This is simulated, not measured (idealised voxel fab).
The name of this process module is voxel ribs on slabs.
Square cells of 5 nm make up the cross-section cut, whose width is 185 nm.
We lay out every cross-section as a grid of square cells and spell it out in bands from the top down, where one band means one or more rows of cells. Band: top height; bottom height; in nm. Then, left to right: material with width in nm, for each material. "edge to edge": a single material spanning edge to edge. "empty": empty space. Where do heights start? At 0: under that level the wafer as delivered is made of one material only. And the lowest band has no floor; it just carries on downward, as in "top 0, no bottom". The two numbers in a width such as "30 to 40" mark its ends across the band: the first belongs to the top row of cells, the second to the bottom row, and from each row to the next the width moves by the same amount. What does "no modifications" mean for a step? It means no cell of the cross-section changed in that step. Empty spaces without an open route to the top, at least 8 cells in extent, make up the entry "Enclosed void catalog"; each is given as width x height at distance, where the distance is measured from the left edge, and all are in nm. The remark found on a step's line after its settings is issued by the simulator itself and pertains to that step. overlay nm: how far to the right of its planned place the mask lay on this masked step (negative: to the left). Layout of what follows: cross-section pairs, each bracketing one process step, the after cross-section shown only to the lowest band that changed, the step between and its settings noted under each pair. Pairs may originate in different runs of this module on the same starting wafer; a pair continues from the pair above only where its entry headed "Before the process" says so.
BEFORE THE PROCESS
    top 0, no bottom = Si edge to edge
    Enclosed void catalog: none
POST-STEP GEOMETRY
    top 30, bottom 0 = SiO2 edge to edge
    Whatever lies below 0 is exactly as it was before.
    Enclosed void catalog: none
The step that takes the structure from the upper cross-section to the lower one is DIRECTIONAL_DEP [material SiO2] [thk nm 30]
Before the process: this step begins from the cross-section that the pair just above shows after its step.
POST-STEP GEOMETRY
    top 50, bottom 30 = polySi edge to edge
    Whatever lies below 30 is exactly as it was before.
    Enclosed void catalog: none
The step that takes the structure from the upper cross-section to the lower one is DIRECTIONAL_DEP [material polySi] [thk nm 20]
Before the process: this step begins from the cross-section that the pair just above shows after its step.
POST-STEP GEOMETRY
    top 70, bottom 50 = 80 nm empty, 25 nm resist, 80 nm empty
    Whatever lies below 50 is exactly as it was before.
    Enclosed void catalog: none
The step that takes the structure from the upper cross-section to the lower one is PATTERN [tone cover] [mask id RIB] [material resist] [width nm 25] [thk nm 20] [overlay nm 0]
Before the process: this step begins from the cross-section that the pair just above shows after its step.
POST-STEP GEOMETRY
    top 70, bottom 50 = 80 nm empty, 25 nm resist, 80 nm empty
    top 50, bottom 35 = 80 nm empty, 25 nm polySi, 80 nm empty
    Whatever lies below 35 is exactly as it was before.
    Enclosed void catalog: none
The step that takes the structure from the upper cross-section to the lower one is DIRECTIONAL_ETCH [etch materials polySi] [depth nm 15]
Before the process: this step begins from the cross-section that the pair just above shows after its step.
POST-STEP GEOMETRY
    top 50, bottom 35 = 80 nm empty, 25 nm polySi, 80 nm empty
    Whatever lies below 35 is exactly as it was before.
    Enclosed void catalog: none
The step that takes the structure from the upper cross-section to the lower one is STRIP [etch materials resist]
Before the process: this step begins from the cross-section that the pair just above shows after its step.
POST-STEP GEOMETRY
    top 70, bottom 50 = 55 nm empty, 75 nm resist, 55 nm empty
    top 50, bottom 35 = 55 nm empty, 25 nm resist, 25 nm polySi, 25 nm resist, 55 nm empty
    Whatever lies below 35 is exactly as it was before.
    Enclosed void catalog: none
The step that takes the structure from the upper cross-section to the lower one is PATTERN [tone cover] [mask id SLAB] [material resist] [width nm 75] [thk nm 20] [overlay nm 0]
Before the process: this step begins from the cross-section that the pair just above shows after its step.
POST-STEP GEOMETRY
    top 70, bottom 50 = 55 nm empty, 75 nm resist, 55 nm empty
    top 50, bottom 35 = 55 nm empty, 25 nm resist, 25 nm polySi, 25 nm resist, 55 nm empty
    top 35, bottom 30 = 55 nm empty, 75 nm polySi, 55 nm empty
    Whatever lies below 30 is exactly as it was before.
    Enclosed void catalog: none
The step that takes the structure from the upper cross-section to the lower one is DIRECTIONAL_ETCH [etch materials polySi] [depth nm 5]
Before the process: this step begins from the cross-section that the pair just above shows after its step.
POST-STEP GEOMETRY
    top 50, bottom 35 = 80 nm empty, 25 nm polySi, 80 nm empty
    Whatever lies below 35 is exactly as it was before.
    Enclosed void catalog: none
The step that takes the structure from the upper cross-section to the lower one is STRIP [etch materials resist]
Before the process: this step begins from the cross-section that the pair just above shows after its step.
POST-STEP GEOMETRY
    top 80, bottom 50 = SiO2 edge to edge
    top 50, bottom 35 = 80 nm SiO2, 25 nm polySi, 80 nm SiO2
    top 35, bottom 30 = 55 nm SiO2, 75 nm polySi, 55 nm SiO2
    Whatever lies below 30 is exactly as it was before.
    Enclosed void catalog: none
The step that takes the structure from the upper cross-section to the lower one is FILL_DEP [material SiO2] [thk nm 30]
Before the process: this step begins from the cross-section that the pair just above shows after its step.
POST-STEP GEOMETRY
    top 70, bottom 50 = SiO2 edge to edge
    Whatever lies below 50 is exactly as it was before.
    Enclosed void catalog: none
The step that takes the structure from the upper cross-section to the lower one is CMP [height nm 70]
Before the process: this step begins from the cross-section that the pair just above shows after its step.
POST-STEP GEOMETRY
    top 80, bottom 70 = W edge to edge
    Whatever lies below 70 is exactly as it was before.
    Enclosed void catalog: none
The step that takes the structure from the upper cross-section to the lower one is DIRECTIONAL_DEP [material W] [thk nm 10]
Before the process: this step begins from the cross-section that the pair just above shows after its step.
POST-STEP GEOMETRY
    top 90, bottom 80 = aC edge to edge
    Whatever lies below 80 is exactly as it was before.
    Enclosed void catalog: none
The step that takes the structure from the upper cross-section to the lower one is DIRECTIONAL_DEP [material aC] [thk nm 10]
Before the process: this step begins from the cross-section that the pair just above shows after its step.
POST-STEP GEOMETRY
    top 120, bottom 90 = 75 nm empty, 35 nm resist, 75 nm empty
    Whatever lies below 90 is exactly as it was before.
    Enclosed void catalog: none
The step that takes the structure from the upper cross-section to the lower one is PATTERN [tone cover] [mask id HEATER] [material resist] [width nm 35] [thk nm 30] [overlay nm 0]
Before the process: this step begins from the cross-section that the pair just above shows after its step.
POST-STEP GEOMETRY
    top 110, bottom 90 = 75 nm empty, 35 nm resist, 75 nm empty
    top 90, bottom 80 = 75 nm empty, 35 nm aC, 75 nm empty
    Whatever lies below 80 is exactly as it was before.
    Enclosed void catalog: none
The step that takes the structure from the upper cross-section to the lower one is DIRECTIONAL_ETCH [etch materials aC] [depth nm 10]
Before the process: this step begins from the cross-section that the pair just above shows after its step.
POST-STEP GEOMETRY
    top 90, bottom 80 = 75 nm empty, 35 nm aC, 75 nm empty
    Whatever lies below 80 is exactly as it was before.
    Enclosed void catalog: none
The step that takes the structure from the upper cross-section to the lower one is STRIP [etch materials resist]
Before the process: this step begins from the cross-section that the pair just above shows after its step.
POST-STEP GEOMETRY
    top 90, bottom 80 = 75 nm empty, 35 nm aC, 75 nm empty
    top 80, bottom 70 = 75 nm empty, 35 nm W, 75 nm empty
    Whatever lies below 70 is exactly as it was before.
    Enclosed void catalog: none
The step that takes the structure from the upper cross-section to the lower one is DIRECTIONAL_ETCH [etch materials W] [depth nm 10]
Before the process: this step begins from the cross-section that the pair just above shows after its step.
POST-STEP GEOMETRY
    top 80, bottom 70 = 75 nm empty, 35 nm W, 75 nm empty
    Whatever lies below 70 is exactly as it was before.
    Enclosed void catalog: none
The step that takes the structure from the upper cross-section to the lower one is STRIP [etch materials aC]
Before the process: this step begins from the cross-section that the pair just above shows after its step.
POST-STEP GEOMETRY
    top 85, bottom 80 = 70 nm empty, 45 nm SiN, 70 nm empty
    top 80, bottom 75 = 70 nm empty, 5 nm SiN, 35 nm W, 5 nm SiN, 70 nm empty
    top 75, bottom 70 = 75 nm SiN, 35 nm W, 75 nm SiN
    Whatever lies below 70 is exactly as it was before.
    Enclosed void catalog: none
The step that takes the structure from the upper cross-section to the lower one is CONFORMAL_DEP [material SiN] [thk nm 5]
BEFORE THE PROCESS
    top 30, bottom 0 = SiO2 edge to edge
    top 0, no bottom = Si edge to edge
    Enclosed void catalog: none
POST-STEP GEOMETRY
    top 60, bottom 0 = SiO2 edge to edge
    Whatever lies below 0 is exactly as it was before.
    Enclosed void catalog: none
The step that takes the structure from the upper cross-section to the lower one is DIRECTIONAL_DEP [material SiO2] [thk nm 30]
Before the process: this step begins from the cross-section that the pair just above shows after its step.
POST-STEP GEOMETRY
    top 80, bottom 60 = polySi edge to edge
    Whatever lies below 60 is exactly as it was before.
    Enclosed void catalog: none
The step that takes the structure from the upper cross-section to the lower one is DIRECTIONAL_DEP [material polySi] [thk nm 20]
Before the process: this step begins from the cross-section that the pair just above shows after its step.
POST-STEP GEOMETRY
    top 100, bottom 80 = 80 nm empty, 25 nm resist, 80 nm empty
    Whatever lies below 80 is exactly as it was before.
    Enclosed void catalog: none
The step that takes the structure from the upper cross-section to the lower one is PATTERN [tone cover] [mask id RIB] [material resist] [width nm 25] [thk nm 20] [overlay nm 0]
Before the process: this step begins from the cross-section that the pair just above shows after its step.
POST-STEP GEOMETRY
    top 100, bottom 80 = 80 nm empty, 25 nm resist, 80 nm empty
    top 80, bottom 65 = 80 nm empty, 25 nm polySi, 80 nm empty
    Whatever lies below 65 is exactly as it was before.
    Enclosed void catalog: none
The step that takes the structure from the upper cross-section to the lower one is DIRECTIONAL_ETCH [etch materials polySi] [depth nm 15]
Before the process: this step begins from the cross-section that the pair just above shows after its step.
POST-STEP GEOMETRY
    top 80, bottom 65 = 80 nm empty, 25 nm polySi, 80 nm empty
    Whatever lies below 65 is exactly as it was before.
    Enclosed void catalog: none
The step that takes the structure from the upper cross-section to the lower one is STRIP [etch materials resist]
Before the process: this step begins from the cross-section that the pair just above shows after its step.
POST-STEP GEOMETRY
    top 100, bottom 80 = 55 nm empty, 75 nm resist, 55 nm empty
    top 80, bottom 65 = 55 nm empty, 25 nm resist, 25 nm polySi, 25 nm resist, 55 nm empty
    Whatever lies below 65 is exactly as it was before.
    Enclosed void catalog: none
The step that takes the structure from the upper cross-section to the lower one is PATTERN [tone cover] [mask id SLAB] [material resist] [width nm 75] [thk nm 20] [overlay nm 0]
Before the process: this step begins from the cross-section that the pair just above shows after its step.
POST-STEP GEOMETRY
    top 100, bottom 80 = 55 nm empty, 75 nm resist, 55 nm empty
    top 80, bottom 65 = 55 nm empty, 25 nm resist, 25 nm polySi, 25 nm resist, 55 nm empty
    top 65, bottom 60 = 55 nm empty, 75 nm polySi, 55 nm empty
    Whatever lies below 60 is exactly as it was before.
    Enclosed void catalog: none
The step that takes the structure from the upper cross-section to the lower one is DIRECTIONAL_ETCH [etch materials polySi] [depth nm 5]
Before the process: this step begins from the cross-section that the pair just above shows after its step.
POST-STEP GEOMETRY
    top 80, bottom 65 = 80 nm empty, 25 nm polySi, 80 nm empty
    Whatever lies below 65 is exactly as it was before.
    Enclosed void catalog: none
The step that takes the structure from the upper cross-section to the lower one is STRIP [etch materials resist]
Before the process: this step begins from the cross-section that the pair just above shows after its step.
POST-STEP GEOMETRY
    top 110, bottom 80 = SiO2 edge to edge
    top 80, bottom 65 = 80 nm SiO2, 25 nm polySi, 80 nm SiO2
    top 65, bottom 60 = 55 nm SiO2, 75 nm polySi, 55 nm SiO2
    Whatever lies below 60 is exactly as it was before.
    Enclosed void catalog: none
The step that takes the structure from the upper cross-section to the lower one is FILL_DEP [material SiO2] [thk nm 30]
Before the process: this step begins from the cross-section that the pair just above shows after its step.
POST-STEP GEOMETRY
    top 70, bottom 60 = 80 to 55 nm SiO2, 25 to 75 nm polySi, 80 to 55 nm SiO2
    Whatever lies below 60 is exactly as it was before.
    Enclosed void catalog: none
The step that takes the structure from the upper cross-section to the lower one is CMP [height nm 70]
Before the process: this step begins from the cross-section that the pair just above shows after its step.
POST-STEP GEOMETRY
    top 80, bottom 70 = W edge to edge
    Whatever lies below 70 is exactly as it was before.
    Enclosed void catalog: none
The step that takes the structure from the upper cross-section to the lower one is DIRECTIONAL_DEP [material W] [thk nm 10]
Before the process: this step begins from the cross-section that the pair just above shows after its step.
POST-STEP GEOMETRY
    top 90, bottom 80 = aC edge to edge
    Whatever lies below 80 is exactly as it was before.
    Enclosed void catalog: none
The step that takes the structure from the upper cross-section to the lower one is DIRECTIONAL_DEP [material aC] [thk nm 10]
Before the process: this step begins from the cross-section that the pair just above shows after its step.
POST-STEP GEOMETRY
    top 120, bottom 90 = 75 nm empty, 35 nm resist, 75 nm empty
    Whatever lies below 90 is exactly as it was before.
    Enclosed void catalog: none
The step that takes the structure from the upper cross-section to the lower one is PATTERN [tone cover] [mask id HEATER] [material resist] [width nm 35] [thk nm 30] [overlay nm 0]
Before the process: this step begins from the cross-section that the pair just above shows after its step.
POST-STEP GEOMETRY
    top 110, bottom 90 = 75 nm empty, 35 nm resist, 75 nm empty
    top 90, bottom 80 = 75 nm empty, 35 nm aC, 75 nm empty
    Whatever lies below 80 is exactly as it was before.
    Enclosed void catalog: none
The step that takes the structure from the upper cross-section to the lower one is DIRECTIONAL_ETCH [etch materials aC] [depth nm 10]
Before the process: this step begins from the cross-section that the pair just above shows after its step.
POST-STEP GEOMETRY
    top 90, bottom 80 = 75 nm empty, 35 nm aC, 75 nm empty
    Whatever lies below 80 is exactly as it was before.
    Enclosed void catalog: none
The step that takes the structure from the upper cross-section to the lower one is STRIP [etch materials resist]
Before the process: this step begins from the cross-section that the pair just above shows after its step.
POST-STEP GEOMETRY
    top 90, bottom 80 = 75 nm empty, 35 nm aC, 75 nm empty
    top 80, bottom 70 = 75 nm empty, 35 nm W, 75 nm empty
    Whatever lies below 70 is exactly as it was before.
    Enclosed void catalog: none
The step that takes the structure from the upper cross-section to the lower one is DIRECTIONAL_ETCH [etch materials W] [depth nm 10]
Before the process: this step begins from the cross-section that the pair just above shows after its step.
POST-STEP GEOMETRY
    top 80, bottom 70 = 75 nm empty, 35 nm W, 75 nm empty
    Whatever lies below 70 is exactly as it was before.
    Enclosed void catalog: none
The step that takes the structure from the upper cross-section to the lower one is STRIP [etch materials aC]
Before the process: this step begins from the cross-section that the pair just above shows after its step.
POST-STEP GEOMETRY
    top 85, bottom 80 = 70 nm empty, 45 nm SiN, 70 nm empty
    top 80, bottom 75 = 70 nm empty, 5 nm SiN, 35 nm W, 5 nm SiN, 70 nm empty
    top 75, bottom 70 = 75 nm SiN, 35 nm W, 75 nm SiN
    Whatever lies below 70 is exactly as it was before.
    Enclosed void catalog: none
The step that takes the structure from the upper cross-section to the lower one is CONFORMAL_DEP [material SiN] [thk nm 5]
BEFORE THE PROCESS
    top 0, no bottom = Si edge to edge
    Enclosed void catalog: none
POST-STEP GEOMETRY
    top 20, bottom 0 = polySi edge to edge
    Whatever lies below 0 is exactly as it was before.
    Enclosed void catalog: none
The step that takes the structure from the upper cross-section to the lower one is DIRECTIONAL_DEP [material polySi] [thk nm 20]
Before the process: this step begins from the cross-section that the pair just above shows after its step.
POST-STEP GEOMETRY
    top 50, bottom 20 = SiO2 edge to edge
    Whatever lies below 20 is exactly as it was before.
    Enclosed void catalog: none
The step that takes the structure from the upper cross-section to the lower one is DIRECTIONAL_DEP [material SiO2] [thk nm 30]
Before the process: this step begins from the cross-section that the pair just above shows after its step.
POST-STEP GEOMETRY
    top 70, bottom 50 = 80 nm empty, 25 nm resist, 80 nm empty
    Whatever lies below 50 is exactly as it was before.
    Enclosed void catalog: none
The step that takes the structure from the upper cross-section to the lower one is PATTERN [tone cover] [mask id RIB] [material resist] [width nm 25] [thk nm 20] [overlay nm 0]
Before the process: this step begins from the cross-section that the pair just above shows after its step.
POST-STEP GEOMETRY
    top 50, bottom 20 = SiO2 edge to edge
    Whatever lies below 20 is exactly as it was before.
    Enclosed void catalog: none
The step that takes the structure from the upper cross-section to the lower one is STRIP [etch materials resist]
Before the process: this step begins from the cross-section that the pair just above shows after its step.
POST-STEP GEOMETRY
    top 70, bottom 50 = 55 nm empty, 75 nm resist, 55 nm empty
    Whatever lies below 50 is exactly as it was before.
    Enclosed void catalog: none
The step that takes the structure from the upper cross-section to the lower one is PATTERN [tone cover] [mask id SLAB] [material resist] [width nm 75] [thk nm 20] [overlay nm 0]
Before the process: this step begins from the cross-section that the pair just above shows after its step.
POST-STEP GEOMETRY
    top 50, bottom 20 = SiO2 edge to edge
    Whatever lies below 20 is exactly as it was before.
    Enclosed void catalog: none
The step that takes the structure from the upper cross-section to the lower one is STRIP [etch materials resist]
Before the process: this step begins from the cross-section that the pair just above shows after its step.
POST-STEP GEOMETRY
    top 80, bottom 20 = SiO2 edge to edge
    Whatever lies below 20 is exactly as it was before.
    Enclosed void catalog: none
The step that takes the structure from the upper cross-section to the lower one is FILL_DEP [material SiO2] [thk nm 30]
Before the process: this step begins from the cross-section that the pair just above shows after its step.
POST-STEP GEOMETRY
    top 70, bottom 20 = SiO2 edge to edge
    Whatever lies below 20 is exactly as it was before.
    Enclosed void catalog: none
The step that takes the structure from the upper cross-section to the lower one is CMP [height nm 70]
Before the process: this step begins from the cross-section that the pair just above shows after its step.
POST-STEP GEOMETRY
    top 80, bottom 70 = W edge to edge
    Whatever lies below 70 is exactly as it was before.
    Enclosed void catalog: none
The step that takes the structure from the upper cross-section to the lower one is DIRECTIONAL_DEP [material W] [thk nm 10]
Before the process: this step begins from the cross-section that the pair just above shows after its step.
POST-STEP GEOMETRY
    top 90, bottom 80 = aC edge to edge
    Whatever lies below 80 is exactly as it was before.
    Enclosed void catalog: none
The step that takes the structure from the upper cross-section to the lower one is DIRECTIONAL_DEP [material aC] [thk nm 10]
Before the process: this step begins from the cross-section that the pair just above shows after its step.
POST-STEP GEOMETRY
    top 120, bottom 90 = 75 nm empty, 35 nm resist, 75 nm empty
    Whatever lies below 90 is exactly as it was before.
    Enclosed void catalog: none
The step that takes the structure from the upper cross-section to the lower one is PATTERN [tone cover] [mask id HEATER] [material resist] [width nm 35] [thk nm 30] [overlay nm 0]
Before the process: this step begins from the cross-section that the pair just above shows after its step.
POST-STEP GEOMETRY
    top 110, bottom 90 = 75 nm empty, 35 nm resist, 75 nm empty
    top 90, bottom 80 = 75 nm empty, 35 nm aC, 75 nm empty
    Whatever lies below 80 is exactly as it was before.
    Enclosed void catalog: none
The step that takes the structure from the upper cross-section to the lower one is DIRECTIONAL_ETCH [etch materials aC] [depth nm 10]
Before the process: this step begins from the cross-section that the pair just above shows after its step.
POST-STEP GEOMETRY
    top 90, bottom 80 = 75 nm empty, 35 nm aC, 75 nm empty
    Whatever lies below 80 is exactly as it was before.
    Enclosed void catalog: none
The step that takes the structure from the upper cross-section to the lower one is STRIP [etch materials resist]
Before the process: this step begins from the cross-section that the pair just above shows after its step.
POST-STEP GEOMETRY
    top 90, bottom 80 = 75 nm empty, 35 nm aC, 75 nm empty
    top 80, bottom 70 = 75 nm empty, 35 nm W, 75 nm empty
    Whatever lies below 70 is exactly as it was before.
    Enclosed void catalog: none
The step that takes the structure from the upper cross-section to the lower one is DIRECTIONAL_ETCH [etch materials W] [depth nm 10]
Before the process: this step begins from the cross-section that the pair just above shows after its step.
POST-STEP GEOMETRY
    top 80, bottom 70 = 75 nm empty, 35 nm W, 75 nm empty
    Whatever lies below 70 is exactly as it was before.
    Enclosed void catalog: none
The step that takes the structure from the upper cross-section to the lower one is STRIP [etch materials aC]
Before the process: this step begins from the cross-section that the pair just above shows after its step.
POST-STEP GEOMETRY
    top 85, bottom 80 = 70 nm empty, 45 nm SiN, 70 nm empty
    top 80, bottom 75 = 70 nm empty, 5 nm SiN, 35 nm W, 5 nm SiN, 70 nm empty
    top 75, bottom 70 = 75 nm SiN, 35 nm W, 75 nm SiN
    Whatever lies below 70 is exactly as it was before.
    Enclosed void catalog: none
The step that takes the structure from the upper cross-section to the lower one is CONFORMAL_DEP [material SiN] [thk nm 5]
BEFORE THE PROCESS
    top 70, bottom 50 = SiO2 edge to edge
    top 50, bottom 35 = 80 nm SiO2, 25 nm polySi, 80 nm SiO2
    top 35, bottom 30 = 55 nm SiO2, 75 nm polySi, 55 nm SiO2
    top 30, bottom 0 = SiO2 edge to edge
    top 0, no bottom = Si edge to edge
    Enclosed void catalog: none
POST-STEP GEOMETRY
    top 85, bottom 70 = W edge to edge
    Whatever lies below 70 is exactly as it was before.
    Enclosed void catalog: none
The step that takes the structure from the upper cross-section to the lower one is DIRECTIONAL_DEP [material W] [thk nm 15]
Before the process: this step begins from the cross-section that the pair just above shows after its step.
POST-STEP GEOMETRY
    top 95, bottom 85 = aC edge to edge
    Whatever lies below 85 is exactly as it was before.
    Enclosed void catalog: none
The step that takes the structure from the upper cross-section to the lower one is DIRECTIONAL_DEP [material aC] [thk nm 10]
Before the process: this step begins from the cross-section that the pair just above shows after its step.
POST-STEP GEOMETRY
    top 125, bottom 95 = 75 nm empty, 35 nm resist, 75 nm empty
    Whatever lies below 95 is exactly as it was before.
    Enclosed void catalog: none
The step that takes the structure from the upper cross-section to the lower one is PATTERN [tone cover] [mask id HEATER] [material resist] [width nm 35] [thk nm 30] [overlay nm 0]
Before the process: this step begins from the cross-section that the pair just above shows after its step.
POST-STEP GEOMETRY
    top 115, bottom 95 = 75 nm empty, 35 nm resist, 75 nm empty
    top 95, bottom 85 = 75 nm empty, 35 nm aC, 75 nm empty
    Whatever lies below 85 is exactly as it was before.
    Enclosed void catalog: none
The step that takes the structure from the upper cross-section to the lower one is DIRECTIONAL_ETCH [etch materials aC] [depth nm 10]
Before the process: this step begins from the cross-section that the pair just above shows after its step.
POST-STEP GEOMETRY
    top 95, bottom 85 = 75 nm empty, 35 nm aC, 75 nm empty
    Whatever lies below 85 is exactly as it was before.
    Enclosed void catalog: none
The step that takes the structure from the upper cross-section to the lower one is STRIP [etch materials resist]
Before the process: this step begins from the cross-section that the pair just above shows after its step.
POST-STEP GEOMETRY
    top 95, bottom 85 = 75 nm empty, 35 nm aC, 75 nm empty
    top 85, bottom 75 = 75 nm empty, 35 nm W, 75 nm empty
    Whatever lies below 75 is exactly as it was before.
    Enclosed void catalog: none
The step that takes the structure from the upper cross-section to the lower one is DIRECTIONAL_ETCH [etch materials W] [depth nm 10]
Before the process: this step begins from the cross-section that the pair just above shows after its step.
POST-STEP GEOMETRY
    top 85, bottom 75 = 75 nm empty, 35 nm W, 75 nm empty
    Whatever lies below 75 is exactly as it was before.
    Enclosed void catalog: none
The step that takes the structure from the upper cross-section to the lower one is STRIP [etch materials aC]
Before the process: this step begins from the cross-section that the pair just above shows after its step.
POST-STEP GEOMETRY
    top 90, bottom 85 = 70 nm empty, 45 nm SiN, 70 nm empty
    top 85, bottom 80 = 70 nm empty, 5 nm SiN, 35 nm W, 5 nm SiN, 70 nm empty
    top 80, bottom 75 = 75 nm SiN, 35 nm W, 75 nm SiN
    Whatever lies below 75 is exactly as it was before.
    Enclosed void catalog: none
The step that takes the structure from the upper cross-section to the lower one is CONFORMAL_DEP [material SiN] [thk nm 5]
BEFORE THE PROCESS
    top 50, bottom 35 = 80 nm empty, 25 nm polySi, 80 nm empty
    top 35, bottom 30 = polySi edge to edge
    top 30, bottom 0 = SiO2 edge to edge
    top 0, no bottom = Si edge to edge
    Enclosed void catalog: none
POST-STEP GEOMETRY
    top 70, bottom 50 = 55 nm empty, 80 nm resist, 50 nm empty
    top 50, bottom 35 = 55 nm empty, 25 nm resist, 25 nm polySi, 30 nm resist, 50 nm empty
    Whatever lies below 35 is exactly as it was before.
    Enclosed void catalog: none
The step that takes the structure from the upper cross-section to the lower one is PATTERN [tone cover] [mask id SLAB] [material resist] [width nm 80] [thk nm 20] [overlay nm 0]
Before the process: this step begins from the cross-section that the pair just above shows after its step.
POST-STEP GEOMETRY
    top 70, bottom 50 = 55 nm empty, 80 nm resist, 50 nm empty
    top 50, bottom 35 = 55 nm empty, 25 nm resist, 25 nm polySi, 30 nm resist, 50 nm empty
    top 35, bottom 30 = 55 nm empty, 80 nm polySi, 50 nm empty
    Whatever lies below 30 is exactly as it was before.
    Enclosed void catalog: none
The step that takes the structure from the upper cross-section to the lower one is DIRECTIONAL_ETCH [etch materials polySi] [depth nm 5]
Before the process: this step begins from the cross-section that the pair just above shows after its step.
POST-STEP GEOMETRY
    top 50, bottom 35 = 80 nm empty, 25 nm polySi, 80 nm empty
    Whatever lies below 35 is exactly as it was before.
    Enclosed void catalog: none
The step that takes the structure from the upper cross-section to the lower one is STRIP [etch materials resist]
Before the process: this step begins from the cross-section that the pair just above shows after its step.
POST-STEP GEOMETRY
    top 80, bottom 50 = SiO2 edge to edge
    top 50, bottom 35 = 80 nm SiO2, 25 nm polySi, 80 nm SiO2
    top 35, bottom 30 = 55 nm SiO2, 80 nm polySi, 50 nm SiO2
    Whatever lies below 30 is exactly as it was before.
    Enclosed void catalog: none
The step that takes the structure from the upper cross-section to the lower one is FILL_DEP [material SiO2] [thk nm 30]
Before the process: this step begins from the cross-section that the pair just above shows after its step.
POST-STEP GEOMETRY
    top 70, bottom 50 = SiO2 edge to edge
    Whatever lies below 50 is exactly as it was before.
    Enclosed void catalog: none
The step that takes the structure from the upper cross-section to the lower one is CMP [height nm 70]
Before the process: this step begins from the cross-section that the pair just above shows after its step.
POST-STEP GEOMETRY
    top 80, bottom 70 = W edge to edge
    Whatever lies below 70 is exactly as it was before.
    Enclosed void catalog: none
The step that takes the structure from the upper cross-section to the lower one is DIRECTIONAL_DEP [material W] [thk nm 10]
Before the process: this step begins from the cross-section that the pair just above shows after its step.
POST-STEP GEOMETRY
    top 90, bottom 80 = aC edge to edge
    Whatever lies below 80 is exactly as it was before.
    Enclosed void catalog: none
The step that takes the structure from the upper cross-section to the lower one is DIRECTIONAL_DEP [material aC] [thk nm 10]
Before the process: this step begins from the cross-section that the pair just above shows after its step.
POST-STEP GEOMETRY
    top 120, bottom 90 = 75 nm empty, 35 nm resist, 75 nm empty
    Whatever lies below 90 is exactly as it was before.
    Enclosed void catalog: none
The step that takes the structure from the upper cross-section to the lower one is PATTERN [tone cover] [mask id HEATER] [material resist] [width nm 35] [thk nm 30] [overlay nm 0]
Before the process: this step begins from the cross-section that the pair just above shows after its step.
POST-STEP GEOMETRY
    top 110, bottom 90 = 75 nm empty, 35 nm resist, 75 nm empty
    top 90, bottom 80 = 75 nm empty, 35 nm aC, 75 nm empty
    Whatever lies below 80 is exactly as it was before.
    Enclosed void catalog: none
The step that takes the structure from the upper cross-section to the lower one is DIRECTIONAL_ETCH [etch materials aC] [depth nm 10]
Before the process: this step begins from the cross-section that the pair just above shows after its step.
POST-STEP GEOMETRY
    top 90, bottom 80 = 75 nm empty, 35 nm aC, 75 nm empty
    Whatever lies below 80 is exactly as it was before.
    Enclosed void catalog: none
The step that takes the structure from the upper cross-section to the lower one is STRIP [etch materials resist]
Before the process: this step begins from the cross-section that the pair just above shows after its step.
POST-STEP GEOMETRY
    top 90, bottom 80 = 75 nm empty, 35 nm aC, 75 nm empty
    top 80, bottom 70 = 75 nm empty, 35 nm W, 75 nm empty
    Whatever lies below 70 is exactly as it was before.
    Enclosed void catalog: none
The step that takes the structure from the upper cross-section to the lower one is DIRECTIONAL_ETCH [etch materials W] [depth nm 10]
Before the process: this step begins from the cross-section that the pair just above shows after its step.
POST-STEP GEOMETRY
    top 80, bottom 70 = 75 nm empty, 35 nm W, 75 nm empty
    Whatever lies below 70 is exactly as it was before.
    Enclosed void catalog: none
The step that takes the structure from the upper cross-section to the lower one is STRIP [etch materials aC]
Before the process: this step begins from the cross-section that the pair just above shows after its step.
POST-STEP GEOMETRY
    top 85, bottom 80 = 70 nm empty, 45 nm SiN, 70 nm empty
    top 80, bottom 75 = 70 nm empty, 5 nm SiN, 35 nm W, 5 nm SiN, 70 nm empty
    top 75, bottom 70 = 75 nm SiN, 35 nm W, 75 nm SiN
    Whatever lies below 70 is exactly as it was before.
    Enclosed void catalog: none
The step that takes the structure from the upper cross-section to the lower one is CONFORMAL_DEP [material SiN] [thk nm 5]
BEFORE THE PROCESS
    top 90, bottom 80 = aC edge to edge
    top 80, bottom 70 = W edge to edge
    top 70, bottom 50 = SiO2 edge to edge
    top 50, bottom 35 = 80 nm SiO2, 25 nm polySi, 80 nm SiO2
    top 35, bottom 30 = 55 nm SiO2, 75 nm polySi, 55 nm SiO2
    top 30, bottom 0 = SiO2 edge to edge
    top 0, no bottom = Si edge to edge
    Enclosed void catalog: none
POST-STEP GEOMETRY
    top 120, bottom 90 = 65 nm empty, 35 nm resist, 85 nm empty
    Whatever lies below 90 is exactly as it was before.
    Enclosed void catalog: none
The step that takes the structure from the upper cross-section to the lower one is PATTERN [tone cover] [mask id HEATER] [material resist] [width nm 35] [thk nm 30] [overlay nm -10]
Before the process: this step begins from the cross-section that the pair just above shows after its step.
POST-STEP GEOMETRY
    top 110, bottom 90 = 65 nm empty, 35 nm resist, 85 nm empty
    top 90, bottom 80 = 65 nm empty, 35 nm aC, 85 nm empty
    Whatever lies below 80 is exactly as it was before.
    Enclosed void catalog: none
The step that takes the structure from the upper cross-section to the lower one is DIRECTIONAL_ETCH [etch materials aC] [depth nm 10]
Before the process: this step begins from the cross-section that the pair just above shows after its step.
POST-STEP GEOMETRY
    top 90, bottom 80 = 65 nm empty, 35 nm aC, 85 nm empty
    Whatever lies below 80 is exactly as it was before.
    Enclosed void catalog: none
The step that takes the structure from the upper cross-section to the lower one is STRIP [etch materials resist]
Before the process: this step begins from the cross-section that the pair just above shows after its step.
POST-STEP GEOMETRY
    top 90, bottom 80 = 65 nm empty, 35 nm aC, 85 nm empty
    top 80, bottom 70 = 65 nm empty, 35 nm W, 85 nm empty
    Whatever lies below 70 is exactly as it was before.
    Enclosed void catalog: none
The step that takes the structure from the upper cross-section to the lower one is DIRECTIONAL_ETCH [etch materials W] [depth nm 10]
Before the process: this step begins from the cross-section that the pair just above shows after its step.
POST-STEP GEOMETRY
    top 80, bottom 70 = 65 nm empty, 35 nm W, 85 nm empty
    Whatever lies below 70 is exactly as it was before.
    Enclosed void catalog: none
The step that takes the structure from the upper cross-section to the lower one is STRIP [etch materials aC]
Before the process: this step begins from the cross-section that the pair just above shows after its step.
POST-STEP GEOMETRY
    top 85, bottom 80 = 60 nm empty, 45 nm SiN, 80 nm empty
    top 80, bottom 75 = 60 nm empty, 5 nm SiN, 35 nm W, 5 nm SiN, 80 nm empty
    top 75, bottom 70 = 65 nm SiN, 35 nm W, 85 nm SiN
    Whatever lies below 70 is exactly as it was before.
    Enclosed void catalog: none
The step that takes the structure from the upper cross-section to the lower one is CONFORMAL_DEP [material SiN] [thk nm 5]
